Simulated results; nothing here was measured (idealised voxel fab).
You're looking at the process module voxel self aligned vias.
For reference, the cross-section in this document is cut, with width 275 nm and square cells of 5 nm.
This document writes a cross-section as a grid whose cells are square, and gives it as bands, listed from the top down; one or more rows of cells form a band.
Within each band entry, the heights of the top and of the bottom of the band appear first, in that order and in nm; the materials of the band then follow from left to right, each with its corresponding width in nm. The designation "everywhere" on a single material indicates that it fills the band from edge to edge; the designation "air" indicates empty space.
Height reference: 0 = level under which incoming wafer is all one material. Lowest band: no bottom, runs on downward, e.g. "z 0 and below".
The notation "30->40" denotes a width that varies across the rows of cells in the band, beginning at the first number in the top row, finishing at the second number in the bottom row, and changing by an identical amount from each row to the next.
When a step is marked "nothing different", none of the cells in the cross-section changed during that step.
Reported under the label "Sealed void list" are the empty spaces having no open way to the top and comprising 8 cells or more; the notation for each is width x height at distance, in which the distance is measured from the left edge and all three values are in nm.
Where a step's line continues beyond its settings, the continuation is a remark by the simulator itself on that step.
overlay nm: mask offset rightward from planned place, masked step; negative means leftward offset.

Set out below are the planned steps of the process
| 1 | RECEIVE, material Si |
| 2 | CONFORMAL_DEP, material SiO2, thk nm 10 |
| 3 | CONFORMAL_DEP, material SiCN, thk nm 5 |
| 4 | DIRECTIONAL_DEP, material lowk, thk nm 20 |
| 5 | DIRECTIONAL_DEP, material aC, thk nm 15 |
| 6 | PATTERN, tone open, mask id LINES, material resist, width nm 25, pitch nm 60, thk nm 35, overlay nm 0 |
| 7 | DIRECTIONAL_ETCH, etch materials aC, depth nm 15 |
| 8 | STRIP, etch materials resist |
| 9 | DIRECTIONAL_ETCH, etch materials lowk, depth nm 20 |
| 10 | STRIP, etch materials aC |
| 11 | CONFORMAL_DEP, material TiN, thk nm 5 |
| 12 | FILL_DEP, material W, thk nm 5 |
| 13 | CMP, height nm 35 |
| 14 | SELECTIVE_ETCH, etch materials W Ru TiN, depth nm 5 |
| 15 | FILL_DEP, material SiN, thk nm 10 |
| 16 | CMP, height nm 35 |
| 17 | DIRECTIONAL_DEP, material lowk, thk nm 20 |
| 18 | PATTERN, tone open, mask id VIAS, material resist, width nm 35, pitch nm 120, thk nm 20, overlay nm 0 |
| 19 | DIRECTIONAL_ETCH, etch materials lowk, depth nm 20 |
| 20 | DIRECTIONAL_ETCH, etch materials SiN, depth nm 5 |
| 21 | STRIP, etch materials resist |
| 22 | CONFORMAL_DEP, material TiN, thk nm 5 |
| 23 | FILL_DEP, material W, thk nm 10 |
| 24 | CMP, height nm 55 |
| 25 | CONFORMAL_DEP, material SiCN, thk nm 5 |

First out of two wafers; run went to plan

Here's what the wafer looked like in cross-section when it arrived - that's after step 1
> z 0 and below: Si everywhere
> Sealed void list: none

Cross-section: wafer state after step 2
> z 10 to 0: SiO2 everywhere
> No changes below 0.

Cross-section: wafer state after step 3
> z 15 to 10: SiCN everywhere
> No changes below 10.

Cross-section: wafer state after step 4
> z 35 to 15: lowk everywhere
> No changes below 15.

Cross-section: wafer state after step 5
> z 50 to 35: aC everywhere
> No changes below 35.

Cross-section: wafer state after step 6
> z 85 to 50: resist (65), then air (25), then resist (35), then air (25), then resist (35), then air (25), then resist (65)
> No changes below 50.

Cross-section: wafer state after step 7
> z 70 to 50: resist (65), then air (25), then resist (35), then air (25), then resist (35), then air (25), then resist (65)
> z 50 to 35: aC (65), then air (25), then aC (35), then air (25), then aC (35), then air (25), then aC (65)
> No changes below 35.

Cross-section: wafer state after step 8
> z 50 to 35: aC (65), then air (25), then aC (35), then air (25), then aC (35), then air (25), then aC (65)
> No changes below 35.

Cross-section: wafer state after step 9
> z 50 to 35: aC (65), then air (25), then aC (35), then air (25), then aC (35), then air (25), then aC (65)
> z 35 to 15: lowk (65), then air (25), then lowk (35), then air (25), then lowk (35), then air (25), then lowk (65)
> No changes below 15.

Cross-section: wafer state after step 10
> z 35 to 15: lowk (65), then air (25), then lowk (35), then air (25), then lowk (35), then air (25), then lowk (65)
> No changes below 15.

Cross-section: wafer state after step 11
> z 40 to 35: TiN (70), then air (15), then TiN (45), then air (15), then TiN (45), then air (15), then TiN (70)
> z 35 to 20: lowk (65), then TiN (5), then air (15), then TiN (5), then lowk (35), then TiN (5), then air (15), then TiN (5), then lowk (35), then TiN (5), then air (15), then TiN (5), then lowk (65)
> z 20 to 15: lowk (65), then TiN (25), then lowk (35), then TiN (25), then lowk (35), then TiN (25), then lowk (65)
> No changes below 15.

Cross-section: wafer state after step 12
> z 45 to 40: W everywhere
> z 40 to 35: TiN (70), then W (15), then TiN (45), then W (15), then TiN (45), then W (15), then TiN (70)
> z 35 to 20: lowk (65), then TiN (5), then W (15), then TiN (5), then lowk (35), then TiN (5), then W (15), then TiN (5), then lowk (35), then TiN (5), then W (15), then TiN (5), then lowk (65)
> No changes below 20.

Cross-section: wafer state after step 13
> z 35 to 20: lowk (65), then TiN (5), then W (15), then TiN (5), then lowk (35), then TiN (5), then W (15), then TiN (5), then lowk (35), then TiN (5), then W (15), then TiN (5), then lowk (65)
> No changes below 20.

Cross-section: wafer state after step 14
> z 35 to 30: lowk (65), then air (25), then lowk (35), then air (25), then lowk (35), then air (25), then lowk (65)
> No changes below 30.

Cross-section: wafer state after step 15
> z 45 to 35: SiN everywhere
> z 35 to 30: lowk (65), then SiN (25), then lowk (35), then SiN (25), then lowk (35), then SiN (25), then lowk (65)
> No changes below 30.

Cross-section: wafer state after step 16
> z 35 to 30: lowk (65), then SiN (25), then lowk (35), then SiN (25), then lowk (35), then SiN (25), then lowk (65)
> No changes below 30.

Cross-section: wafer state after step 17
> z 55 to 35: lowk everywhere
> No changes below 35.

Cross-section: wafer state after step 18
> z 75 to 55: resist (60), then air (35), then resist (85), then air (35), then resist (60)
> No changes below 55.

Cross-section: wafer state after step 19
> z 75 to 55: resist (60), then air (35), then resist (85), then air (35), then resist (60)
> z 55 to 35: lowk (60), then air (35), then lowk (85), then air (35), then lowk (60)
> No changes below 35.

Cross-section: wafer state after step 20
> z 75 to 55: resist (60), then air (35), then resist (85), then air (35), then resist (60)
> z 55 to 35: lowk (60), then air (35), then lowk (85), then air (35), then lowk (60)
> z 35 to 30: lowk (65), then air (25), then lowk (35), then SiN (25), then lowk (35), then air (25), then lowk (65)
> No changes below 30.

Cross-section: wafer state after step 21
> z 55 to 35: lowk (60), then air (35), then lowk (85), then air (35), then lowk (60)
> No changes below 35.

Cross-section: wafer state after step 22
> z 60 to 55: TiN (65), then air (25), then TiN (95), then air (25), then TiN (65)
> z 55 to 40: lowk (60), then TiN (5), then air (25), then TiN (5), then lowk (85), then TiN (5), then air (25), then TiN (5), then lowk (60)
> z 40 to 35: lowk (60), then TiN (10), then air (15), then TiN (10), then lowk (85), then TiN (10), then air (15), then TiN (10), then lowk (60)
> z 35 to 30: lowk (65), then TiN (25), then lowk (35), then SiN (25), then lowk (35), then TiN (25), then lowk (65)
> No changes below 30.

Cross-section: wafer state after step 23
> z 70 to 60: W everywhere
> z 60 to 55: TiN (65), then W (25), then TiN (95), then W (25), then TiN (65)
> z 55 to 40: lowk (60), then TiN (5), then W (25), then TiN (5), then lowk (85), then TiN (5), then W (25), then TiN (5), then lowk (60)
> z 40 to 35: lowk (60), then TiN (10), then W (15), then TiN (10), then lowk (85), then TiN (10), then W (15), then TiN (10), then lowk (60)
> No changes below 35.

Cross-section: wafer state after step 24
> z 55 to 40: lowk (60), then TiN (5), then W (25), then TiN (5), then lowk (85), then TiN (5), then W (25), then TiN (5), then lowk (60)
> No changes below 40.

Cross-section: wafer state after step 25
> z 60 to 55: SiCN everywhere
> No changes below 55.

It is to be noted that the second wafer proceeded from the same initial state and according to the same plan as the first, although one mistake was committed in its execution; through step 24, inclusive, the two wafers share an identical history

Cross-section of the second wafer when, according to plan, step 25 should have finished
> z 70 to 55: SiCN everywhere
> No changes below 55.
In executing the process, a mistake was made relative to the plan: step 25 was processed under conditions differing from the plan, specifically as CONFORMAL_DEP, material SiCN, thk nm 15
FYI, end of process, the second wafer has more or fewer cells of some materials than the first: +110 SiCN
